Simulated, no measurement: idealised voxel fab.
process module | voxel quadruple lines
cross-section cut | 205 nm wide | cells 5 nm
A cross-section is a grid of square cells, given in bands from the top down. A band is one or more rows of cells.
Each band's line starts with the height of the band's top and of its bottom, in nm. Then come its materials from left to right, each with its width in nm. One material with "throughout" fills the band from edge to edge. "air" is empty space.
Height 0 is the level under which the wafer as received is all one material. The lowest band goes on downwards, as in "0 down".
A width such as "30 to 40" changes by the same amount from each row of cells to the next, from the band's top row to its bottom row.
"no change" after a step means that no cell of the cross-section changed.
closed voids: empty space of 8 cells or more with no open way to the top, each as width x height at its distance from the left edge, in nm
after a step's settings: what the simulator itself notes on the step
overlay nm, on a step with a mask: how far to the right of its planned place the mask lay; to the left if negative
plan
1 op RECEIVE | material Si
2 op CONFORMAL_DEP | material SiO2 | thk nm 5
3 op DIRECTIONAL_DEP | material Ru | thk nm 15
4 op DIRECTIONAL_DEP | material polySi | thk nm 15
5 op DIRECTIONAL_DEP | material aC | thk nm 20
6 op PATTERN | tone cover | mask id MANDREL | material resist | width nm 15 | pitch nm 60 | thk nm 25 | overlay nm 0
7 op DIRECTIONAL_ETCH | etch materials aC | depth nm 20
8 op STRIP | etch materials resist
9 op CONFORMAL_DEP | material SiO2 | thk nm 10
10 op DIRECTIONAL_ETCH | etch materials SiO2 | depth nm 10
11 op STRIP | etch materials aC
12 op DIRECTIONAL_ETCH | etch materials polySi | depth nm 15
13 op STRIP | etch materials SiO2
14 op CONFORMAL_DEP | material SiN | thk nm 5
15 op DIRECTIONAL_ETCH | etch materials SiN | depth nm 5
16 op STRIP | etch materials polySi
17 op DIRECTIONAL_ETCH | etch materials Ru | depth nm 15
18 op STRIP | etch materials SiN
varied across the wafers: width nm of step 6. The plan shows the first wafer's value. All wafers start alike
first wafer as received, after step 1
  0 down: Si throughout
  closed voids: none
each wafer at the end: cells of each material gained (+) or lost (-) since it was received, then its closed voids
width nm 15 | +24 Ru | +41 SiO2 | closed voids: none
width nm 20 | +24 Ru | +41 SiO2 | closed voids: none
width nm 25 | +24 Ru | +41 SiO2 | closed voids: none
width nm 30 | +24 Ru | +41 SiO2 | closed voids: none
width nm 35 | +21 Ru | +41 SiO2 | closed voids: none
